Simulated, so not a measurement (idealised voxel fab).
The following is a process module called voxel tone inversion.
Section shown: cut. Width: 155 nm. Cell size: 5 nm, square.
How to read a cross-section here: the picture is a grid of square cells, written as bands going from the top down, and any band can span one or more rows of cells. The band entry comprises the height of the band's top followed by the height of its bottom, expressed in nm, and subsequently the band's materials from left to right, each stated together with its width in nm. Where a single material is marked with the word "all across", that material fills the band from edge to edge. The word "air" represents empty space. Height reference: 0 = level under which incoming wafer is all one material. Lowest band: no bottom, runs on downward, e.g. "z 0 and below". It should be noted that a width expressed as "30 to 40" varies in equal increments from row to row of cells within the band, taking the value of the first number at the top row and that of the second number at the bottom row. "no modifications" for a step: no cell of the cross-section changed in that step. Basically, "Enclosed void catalog" tells you about the enclosed voids: empty spaces with no open way to the top, 8 cells or bigger, each written width x height at distance, where distance is from the left edge, all in nm. Step line, after settings: the simulator's comment on this step. "overlay nm" on a masked step: distance the mask lay right of its planned place, negative for left. Pairs from here to the end. Each: cross-section before one process step, cross-section after it, the latter only as far down as the lowest band that changed. Under each: the step between, and its settings. Mind that the pairs may be taken from different runs of this module on the same starting wafer; whether a pair continues from the pair above depends on its entry headed "before", and it does only where that entry says so.

# before
z 0 and below  Si all across
Enclosed void catalog: none

# State After Step
z 5 to 0  SiN all across
Under 0: no change, same as before.
Enclosed void catalog: none
The structure shown above changes from one cross-section to the other through CONFORMAL_DEP [material SiN] [thk nm 5]

before: It is represented by the cross-section appearing after the step of the pair directly above.

# State After Step
z 20 to 5  polySi all across
Under 5: no change, same as before.
Enclosed void catalog: none
The structure shown above changes from one cross-section to the other through DIRECTIONAL_DEP [material polySi] [thk nm 15]

before: It is represented by the cross-section appearing after the step of the pair directly above.

# State After Step
z 40 to 20  air 35, then resist 25, then air 30, then resist 25, then air 40
Under 20: no change, same as before.
Enclosed void catalog: none
The structure shown above changes from one cross-section to the other through PATTERN [tone cover] [mask id POSTS] [material resist] [width nm 25] [pitch nm 55] [thk nm 20] [overlay nm 0]

before: It is represented by the cross-section appearing after the step of the pair directly above.

# State After Step
z 40 to 20  air 35, then resist 25, then air 30, then resist 25, then air 40
z 20 to 5  air 35, then polySi 25, then air 30, then polySi 25, then air 40
Under 5: no change, same as before.
Enclosed void catalog: none
The structure shown above changes from one cross-section to the other through DIRECTIONAL_ETCH [etch materials polySi] [depth nm 15]

before: It is represented by the cross-section appearing after the step of the pair directly above.

# State After Step
z 20 to 5  air 35, then polySi 25, then air 30, then polySi 25, then air 40
Under 5: no change, same as before.
Enclosed void catalog: none
The structure shown above changes from one cross-section to the other through STRIP [etch materials resist]

before: It is represented by the cross-section appearing after the step of the pair directly above.

# State After Step
z 25 to 20  lowk all across
z 20 to 5  lowk 35, then polySi 25, then lowk 30, then polySi 25, then lowk 40
Under 5: no change, same as before.
Enclosed void catalog: none
The structure shown above changes from one cross-section to the other through FILL_DEP [material lowk] [thk nm 5]

before: It is represented by the cross-section appearing after the step of the pair directly above.

# State After Step
z 20 to 5  lowk 35, then polySi 25, then lowk 30, then polySi 25, then lowk 40
Under 5: no change, same as before.
Enclosed void catalog: none
The structure shown above changes from one cross-section to the other through CMP [height nm 20]

before: It is represented by the cross-section appearing after the step of the pair directly above.

# State After Step
z 20 to 5  lowk 35, then air 25, then lowk 30, then air 25, then lowk 40
Under 5: no change, same as before.
Enclosed void catalog: none
The structure shown above changes from one cross-section to the other through STRIP [etch materials polySi]

before: It is represented by the cross-section appearing after the step of the pair directly above.

# State After Step
z 25 to 20  TiN 40, then air 15, then TiN 40, then air 15, then TiN 45
z 20 to 10  lowk 35, then TiN 5, then air 15, then TiN 5, then lowk 30, then TiN 5, then air 15, then TiN 5, then lowk 40
z 10 to 5  lowk 35, then TiN 25, then lowk 30, then TiN 25, then lowk 40
Under 5: no change, same as before.
Enclosed void catalog: none
The structure shown above changes from one cross-section to the other through CONFORMAL_DEP [material TiN] [thk nm 5]

before: It is represented by the cross-section appearing after the step of the pair directly above.

# State After Step
z 35 to 25  Ru all across
z 25 to 20  TiN 40, then Ru 15, then TiN 40, then Ru 15, then TiN 45
z 20 to 10  lowk 35, then TiN 5, then Ru 15, then TiN 5, then lowk 30, then TiN 5, then Ru 15, then TiN 5, then lowk 40
Under 10: no change, same as before.
Enclosed void catalog: none
The structure shown above changes from one cross-section to the other through FILL_DEP [material Ru] [thk nm 10]

before: It is represented by the cross-section appearing after the step of the pair directly above.

# State After Step
z 20 to 10  lowk 35, then TiN 5, then Ru 15, then TiN 5, then lowk 30, then TiN 5, then Ru 15, then TiN 5, then lowk 40
Under 10: no change, same as before.
Enclosed void catalog: none
The structure shown above changes from one cross-section to the other through CMP [height nm 20]

before: It is represented by the cross-section appearing after the step of the pair directly above.

# State After Step
z 25 to 20  SiN all across
Under 20: no change, same as before.
Enclosed void catalog: none
The structure shown above changes from one cross-section to the other through CONFORMAL_DEP [material SiN] [thk nm 5]

# before
z 0 and below  Si all across
Enclosed void catalog: none

# State After Step
z 15 to 0  polySi all across
Under 0: no change, same as before.
Enclosed void catalog: none
The structure shown above changes from one cross-section to the other through DIRECTIONAL_DEP [material polySi] [thk nm 15]

before: It is represented by the cross-section appearing after the step of the pair directly above.

# State After Step
z 35 to 15  air 35, then resist 25, then air 30, then resist 25, then air 40
Under 15: no change, same as before.
Enclosed void catalog: none
The structure shown above changes from one cross-section to the other through PATTERN [tone cover] [mask id POSTS] [material resist] [width nm 25] [pitch nm 55] [thk nm 20] [overlay nm 0]

before: It is represented by the cross-section appearing after the step of the pair directly above.

# State After Step
z 35 to 15  air 35, then resist 25, then air 30, then resist 25, then air 40
z 15 to 0  air 35, then polySi 25, then air 30, then polySi 25, then air 40
Under 0: no change, same as before.
Enclosed void catalog: none
The structure shown above changes from one cross-section to the other through DIRECTIONAL_ETCH [etch materials polySi] [depth nm 15]

before: It is represented by the cross-section appearing after the step of the pair directly above.

# State After Step
z 15 to 0  air 35, then polySi 25, then air 30, then polySi 25, then air 40
Under 0: no change, same as before.
Enclosed void catalog: none
The structure shown above changes from one cross-section to the other through STRIP [etch materials resist]

before: It is represented by the cross-section appearing after the step of the pair directly above.

# State After Step
z 20 to 15  lowk all across
z 15 to 0  lowk 35, then polySi 25, then lowk 30, then polySi 25, then lowk 40
Under 0: no change, same as before.
Enclosed void catalog: none
The structure shown above changes from one cross-section to the other through FILL_DEP [material lowk] [thk nm 5]

before: It is represented by the cross-section appearing after the step of the pair directly above.

# State After Step
z 25 to 20  TiN all across
Under 20: no change, same as before.
Enclosed void catalog: none
The structure shown above changes from one cross-section to the other through CONFORMAL_DEP [material TiN] [thk nm 5]

before: It is represented by the cross-section appearing after the step of the pair directly above.

# State After Step
z 35 to 25  Ru all across
Under 25: no change, same as before.
Enclosed void catalog: none
The structure shown above changes from one cross-section to the other through FILL_DEP [material Ru] [thk nm 10]

before: It is represented by the cross-section appearing after the step of the pair directly above.

# State After Step
z 20 to 15  lowk all across
Under 15: no change, same as before.
Enclosed void catalog: none
The structure shown above changes from one cross-section to the other through CMP [height nm 20]

before: It is represented by the cross-section appearing after the step of the pair directly above.

# State After Step
z 25 to 20  SiN all across
Under 20: no change, same as before.
Enclosed void catalog: none
The structure shown above changes from one cross-section to the other through CONFORMAL_DEP [material SiN] [thk nm 5]

# before
z 15 to 0  polySi all across
z 0 and below  Si all across
Enclosed void catalog: none

# State After Step
z 20 to 15  SiN all across
Under 15: no change, same as before.
Enclosed void catalog: none
The structure shown above changes from one cross-section to the other through CONFORMAL_DEP [material SiN] [thk nm 5]

before: It is represented by the cross-section appearing after the step of the pair directly above.

# State After Step
z 40 to 20  air 35, then resist 25, then air 30, then resist 25, then air 40
Under 20: no change, same as before.
Enclosed void catalog: none
The structure shown above changes from one cross-section to the other through PATTERN [tone cover] [mask id POSTS] [material resist] [width nm 25] [pitch nm 55] [thk nm 20] [overlay nm 0]

before: It is represented by the cross-section appearing after the step of the pair directly above.

# State After Step
z 20 to 15  SiN all across
Under 15: no change, same as before.
Enclosed void catalog: none
The structure shown above changes from one cross-section to the other through STRIP [etch materials resist]

before: It is represented by the cross-section appearing after the step of the pair directly above.

# State After Step
z 25 to 20  lowk all across
Under 20: no change, same as before.
Enclosed void catalog: none
The structure shown above changes from one cross-section to the other through FILL_DEP [material lowk] [thk nm 5]

before: It is represented by the cross-section appearing after the step of the pair directly above.

# State After Step
z 20 to 15  SiN all across
Under 15: no change, same as before.
Enclosed void catalog: none
The structure shown above changes from one cross-section to the other through CMP [height nm 20]

before: It is represented by the cross-section appearing after the step of the pair directly above.

# State After Step
z 25 to 20  TiN all across
Under 20: no change, same as before.
Enclosed void catalog: none
The structure shown above changes from one cross-section to the other through CONFORMAL_DEP [material TiN] [thk nm 5]

before: It is represented by the cross-section appearing after the step of the pair directly above.

# State After Step
z 35 to 25  Ru all across
Under 25: no change, same as before.
Enclosed void catalog: none
The structure shown above changes from one cross-section to the other through FILL_DEP [material Ru] [thk nm 10]

before: It is represented by the cross-section appearing after the step of the pair directly above.

# State After Step
z 20 to 15  SiN all across
Under 15: no change, same as before.
Enclosed void catalog: none
The structure shown above changes from one cross-section to the other through CMP [height nm 20]

before: It is represented by the cross-section appearing after the step of the pair directly above.

# State After Step
z 25 to 15  SiN all across
Under 15: no change, same as before.
Enclosed void catalog: none
The structure shown above changes from one cross-section to the other through CONFORMAL_DEP [material SiN] [thk nm 5]

# before
z 35 to 25  Ru all across
z 25 to 20  TiN 40, then Ru 15, then TiN 40, then Ru 15, then TiN 45
z 20 to 10  lowk 35, then TiN 5, then Ru 15, then TiN 5, then lowk 30, then TiN 5, then Ru 15, then TiN 5, then lowk 40
z 10 to 5  lowk 35, then TiN 25, then lowk 30, then TiN 25, then lowk 40
z 5 to 0  SiN all across
z 0 and below  Si all across
Enclosed void catalog: none

# State After Step
z 10 to 5  lowk 35, then TiN 25, then lowk 30, then TiN 25, then lowk 40
Under 5: no change, same as before.
Enclosed void catalog: none
The structure shown above changes from one cross-section to the other through CMP [height nm 10]

before: It is represented by the cross-section appearing after the step of the pair directly above.

# State After Step
z 15 to 10  SiN all across
Under 10: no change, same as before.
Enclosed void catalog: none
The structure shown above changes from one cross-section to the other through CONFORMAL_DEP [material SiN] [thk nm 5]

# before
z 20 to 5  polySi all across
z 5 to 0  SiN all across
z 0 and below  Si all across
Enclosed void catalog: none

# State After Step
z 40 to 20  air 40, then resist 20, then air 35, then resist 20, then air 40
Under 20: no change, same as before.
Enclosed void catalog: none
The structure shown above changes from one cross-section to the other through PATTERN [tone cover] [mask id POSTS] [material resist] [width nm 20] [pitch nm 55] [thk nm 20] [overlay nm 0]

before: It is represented by the cross-section appearing after the step of the pair directly above.

# State After Step
z 40 to 20  air 40, then resist 20, then air 35, then resist 20, then air 40
z 20 to 5  air 40, then polySi 20, then air 35, then polySi 20, then air 40
Under 5: no change, same as before.
Enclosed void catalog: none
The structure shown above changes from one cross-section to the other through DIRECTIONAL_ETCH [etch materials polySi] [depth nm 15]

before: It is represented by the cross-section appearing after the step of the pair directly above.

# State After Step
z 20 to 5  air 40, then polySi 20, then air 35, then polySi 20, then air 40
Under 5: no change, same as before.
Enclosed void catalog: none
The structure shown above changes from one cross-section to the other through STRIP [etch materials resist]

before: It is represented by the cross-section appearing after the step of the pair directly above.

# State After Step
z 25 to 20  lowk all across
z 20 to 5  lowk 40, then polySi 20, then lowk 35, then polySi 20, then lowk 40
Under 5: no change, same as before.
Enclosed void catalog: none
The structure shown above changes from one cross-section to the other through FILL_DEP [material lowk] [thk nm 5]

before: It is represented by the cross-section appearing after the step of the pair directly above.

# State After Step
z 20 to 5  lowk 40, then polySi 20, then lowk 35, then polySi 20, then lowk 40
Under 5: no change, same as before.
Enclosed void catalog: none
The structure shown above changes from one cross-section to the other through CMP [height nm 20]

before: It is represented by the cross-section appearing after the step of the pair directly above.

# State After Step
z 20 to 5  lowk 40, then air 20, then lowk 35, then air 20, then lowk 40
Under 5: no change, same as before.
Enclosed void catalog: none
The structure shown above changes from one cross-section to the other through STRIP [etch materials polySi]

before: It is represented by the cross-section appearing after the step of the pair directly above.

# State After Step
z 25 to 20  TiN 45, then air 10, then TiN 45, then air 10, then TiN 45
z 20 to 10  lowk 40, then TiN 5, then air 10, then TiN 5, then lowk 35, then TiN 5, then air 10, then TiN 5, then lowk 40
z 10 to 5  lowk 40, then TiN 20, then lowk 35, then TiN 20, then lowk 40
Under 5: no change, same as before.
Enclosed void catalog: none
The structure shown above changes from one cross-section to the other through CONFORMAL_DEP [material TiN] [thk nm 5]

before: It is represented by the cross-section appearing after the step of the pair directly above.

# State After Step
z 35 to 25  Ru all across
z 25 to 20  TiN 45, then Ru 10, then TiN 45, then Ru 10, then TiN 45
z 20 to 10  lowk 40, then TiN 5, then Ru 10, then TiN 5, then lowk 35, then TiN 5, then Ru 10, then TiN 5, then lowk 40
Under 10: no change, same as before.
Enclosed void catalog: none
The structure shown above changes from one cross-section to the other through FILL_DEP [material Ru] [thk nm 10]

before: It is represented by the cross-section appearing after the step of the pair directly above.

# State After Step
z 20 to 10  lowk 40, then TiN 5, then Ru 10, then TiN 5, then lowk 35, then TiN 5, then Ru 10, then TiN 5, then lowk 40
Under 10: no change, same as before.
Enclosed void catalog: none
The structure shown above changes from one cross-section to the other through CMP [height nm 20]

before: It is represented by the cross-section appearing after the step of the pair directly above.

# State After Step
z 25 to 20  SiN all across
Under 20: no change, same as before.
Enclosed void catalog: none
The structure shown above changes from one cross-section to the other through CONFORMAL_DEP [material SiN] [thk nm 5]

# before
z 20 to 5  polySi all across
z 5 to 0  SiN all across
z 0 and below  Si all across
Enclosed void catalog: none

# State After Step
z 40 to 20  air 40, then resist 25, then air 30, then resist 25, then air 35
Under 20: no change, same as before.
Enclosed void catalog: none
The structure shown above changes from one cross-section to the other through PATTERN [tone cover] [mask id POSTS] [material resist] [width nm 25] [pitch nm 55] [thk nm 20] [overlay nm 5]

before: It is represented by the cross-section appearing after the step of the pair directly above.

# State After Step
z 40 to 20  air 40, then resist 25, then air 30, then resist 25, then air 35
z 20 to 5  air 40, then polySi 25, then air 30, then polySi 25, then air 35
Under 5: no change, same as before.
Enclosed void catalog: none
The structure shown above changes from one cross-section to the other through DIRECTIONAL_ETCH [etch materials polySi] [depth nm 15]

before: It is represented by the cross-section appearing after the step of the pair directly above.

# State After Step
z 20 to 5  air 40, then polySi 25, then air 30, then polySi 25, then air 35
Under 5: no change, same as before.
Enclosed void catalog: none
The structure shown above changes from one cross-section to the other through STRIP [etch materials resist]

before: It is represented by the cross-section appearing after the step of the pair directly above.

# State After Step
z 25 to 20  lowk all across
z 20 to 5  lowk 40, then polySi 25, then lowk 30, then polySi 25, then lowk 35
Under 5: no change, same as before.
Enclosed void catalog: none
The structure shown above changes from one cross-section to the other through FILL_DEP [material lowk] [thk nm 5]

before: It is represented by the cross-section appearing after the step of the pair directly above.

# State After Step
z 20 to 5  lowk 40, then polySi 25, then lowk 30, then polySi 25, then lowk 35
Under 5: no change, same as before.
Enclosed void catalog: none
The structure shown above changes from one cross-section to the other through CMP [height nm 20]

before: It is represented by the cross-section appearing after the step of the pair directly above.

# State After Step
z 20 to 5  lowk 40, then air 25, then lowk 30, then air 25, then lowk 35
Under 5: no change, same as before.
Enclosed void catalog: none
The structure shown above changes from one cross-section to the other through STRIP [etch materials polySi]

before: It is represented by the cross-section appearing after the step of the pair directly above.

# State After Step
z 25 to 20  TiN 45, then air 15, then TiN 40, then air 15, then TiN 40
z 20 to 10  lowk 40, then TiN 5, then air 15, then TiN 5, then lowk 30, then TiN 5, then air 15, then TiN 5, then lowk 35
z 10 to 5  lowk 40, then TiN 25, then lowk 30, then TiN 25, then lowk 35
Under 5: no change, same as before.
Enclosed void catalog: none
The structure shown above changes from one cross-section to the other through CONFORMAL_DEP [material TiN] [thk nm 5]

before: It is represented by the cross-section appearing after the step of the pair directly above.

# State After Step
z 35 to 25  Ru all across
z 25 to 20  TiN 45, then Ru 15, then TiN 40, then Ru 15, then TiN 40
z 20 to 10  lowk 40, then TiN 5, then Ru 15, then TiN 5, then lowk 30, then TiN 5, then Ru 15, then TiN 5, then lowk 35
Under 10: no change, same as before.
Enclosed void catalog: none
The structure shown above changes from one cross-section to the other through FILL_DEP [material Ru] [thk nm 10]

before: It is represented by the cross-section appearing after the step of the pair directly above.

# State After Step
z 20 to 10  lowk 40, then TiN 5, then Ru 15, then TiN 5, then lowk 30, then TiN 5, then Ru 15, then TiN 5, then lowk 35
Under 10: no change, same as before.
Enclosed void catalog: none
The structure shown above changes from one cross-section to the other through CMP [height nm 20]

before: It is represented by the cross-section appearing after the step of the pair directly above.

# State After Step
z 25 to 20  SiN all across
Under 20: no change, same as before.
Enclosed void catalog: none
The structure shown above changes from one cross-section to the other through CONFORMAL_DEP [material SiN] [thk nm 5]

# before
z 20 to 5  lowk 35, then air 25, then lowk 30, then air 25, then lowk 40
z 5 to 0  SiN all across
z 0 and below  Si all across
Enclosed void catalog: none

# State After Step
z 25 to 20  polySi 40, then air 15, then polySi 40, then air 15, then polySi 45
z 20 to 10  lowk 35, then polySi 5, then air 15, then polySi 5, then lowk 30, then polySi 5, then air 15, then polySi 5, then lowk 40
z 10 to 5  lowk 35, then polySi 25, then lowk 30, then polySi 25, then lowk 40
Under 5: no change, same as before.
Enclosed void catalog: none
The structure shown above changes from one cross-section to the other through CONFORMAL_DEP [material polySi] [thk nm 5]

before: It is represented by the cross-section appearing after the step of the pair directly above.

# State After Step
z 35 to 25  Ru all across
z 25 to 20  polySi 40, then Ru 15, then polySi 40, then Ru 15, then polySi 45
z 20 to 10  lowk 35, then polySi 5, then Ru 15, then polySi 5, then lowk 30, then polySi 5, then Ru 15, then polySi 5, then lowk 40
Under 10: no change, same as before.
Enclosed void catalog: none
The structure shown above changes from one cross-section to the other through FILL_DEP [material Ru] [thk nm 10]

before: It is represented by the cross-section appearing after the step of the pair directly above.

# State After Step
z 20 to 10  lowk 35, then polySi 5, then Ru 15, then polySi 5, then lowk 30, then polySi 5, then Ru 15, then polySi 5, then lowk 40
Under 10: no change, same as before.
Enclosed void catalog: none
The structure shown above changes from one cross-section to the other through CMP [height nm 20]

before: It is represented by the cross-section appearing after the step of the pair directly above.

# State After Step
z 25 to 20  SiN all across
Under 20: no change, same as before.
Enclosed void catalog: none
The structure shown above changes from one cross-section to the other through CONFORMAL_DEP [material SiN] [thk nm 5]

# before
z 20 to 5  polySi all across
z 5 to 0  SiN all across
z 0 and below  Si all across
Enclosed void catalog: none

# State After Step
z 40 to 20  resist 35, then air 25, then resist 30, then air 25, then resist 40
Under 20: no change, same as before.
Enclosed void catalog: none
The structure shown above changes from one cross-section to the other through PATTERN [tone open] [mask id POSTS] [material resist] [width nm 25] [pitch nm 55] [thk nm 20] [overlay nm 0]

before: It is represented by the cross-section appearing after the step of the pair directly above.

# State After Step
z 40 to 20  resist 35, then air 25, then resist 30, then air 25, then resist 40
z 20 to 5  polySi 35, then air 25, then polySi 30, then air 25, then polySi 40
Under 5: no change, same as before.
Enclosed void catalog: none
The structure shown above changes from one cross-section to the other through DIRECTIONAL_ETCH [etch materials polySi] [depth nm 15]

before: It is represented by the cross-section appearing after the step of the pair directly above.

# State After Step
z 20 to 5  polySi 35, then air 25, then polySi 30, then air 25, then polySi 40
Under 5: no change, same as before.
Enclosed void catalog: none
The structure shown above changes from one cross-section to the other through STRIP [etch materials resist]

before: It is represented by the cross-section appearing after the step of the pair directly above.

# State After Step
z 25 to 20  lowk all across
z 20 to 5  polySi 35, then lowk 25, then polySi 30, then lowk 25, then polySi 40
Under 5: no change, same as before.
Enclosed void catalog: none
The structure shown above changes from one cross-section to the other through FILL_DEP [material lowk] [thk nm 5]

before: It is represented by the cross-section appearing after the step of the pair directly above.

# State After Step
z 20 to 5  polySi 35, then lowk 25, then polySi 30, then lowk 25, then polySi 40
Under 5: no change, same as before.
Enclosed void catalog: none
The structure shown above changes from one cross-section to the other through CMP [height nm 20]

before: It is represented by the cross-section appearing after the step of the pair directly above.

# State After Step
z 20 to 5  air 35, then lowk 25, then air 30, then lowk 25, then air 40
Under 5: no change, same as before.
Enclosed void catalog: none
The structure shown above changes from one cross-section to the other through STRIP [etch materials polySi]

before: It is represented by the cross-section appearing after the step of the pair directly above.

# State After Step
z 25 to 20  air 30, then TiN 35, then air 20, then TiN 35, then air 35
z 20 to 10  air 30, then TiN 5, then lowk 25, then TiN 5, then air 20, then TiN 5, then lowk 25, then TiN 5, then air 35
z 10 to 5  TiN 35, then lowk 25, then TiN 30, then lowk 25, then TiN 40
Under 5: no change, same as before.
Enclosed void catalog: none
The structure shown above changes from one cross-section to the other through CONFORMAL_DEP [material TiN] [thk nm 5]

before: It is represented by the cross-section appearing after the step of the pair directly above.

# State After Step
z 35 to 25  Ru all across
z 25 to 20  Ru 30, then TiN 35, then Ru 20, then TiN 35, then Ru 35
z 20 to 10  Ru 30, then TiN 5, then lowk 25, then TiN 5, then Ru 20, then TiN 5, then lowk 25, then TiN 5, then Ru 35
Under 10: no change, same as before.
Enclosed void catalog: none
The structure shown above changes from one cross-section to the other through FILL_DEP [material Ru] [thk nm 10]

before: It is represented by the cross-section appearing after the step of the pair directly above.

# State After Step
z 20 to 10  Ru 30, then TiN 5, then lowk 25, then TiN 5, then Ru 20, then TiN 5, then lowk 25, then TiN 5, then Ru 35
Under 10: no change, same as before.
Enclosed void catalog: none
The structure shown above changes from one cross-section to the other through CMP [height nm 20]

before: It is represented by the cross-section appearing after the step of the pair directly above.

# State After Step
z 25 to 20  SiN all across
Under 20: no change, same as before.
Enclosed void catalog: none
The structure shown above changes from one cross-section to the other through CONFORMAL_DEP [material SiN] [thk nm 5]
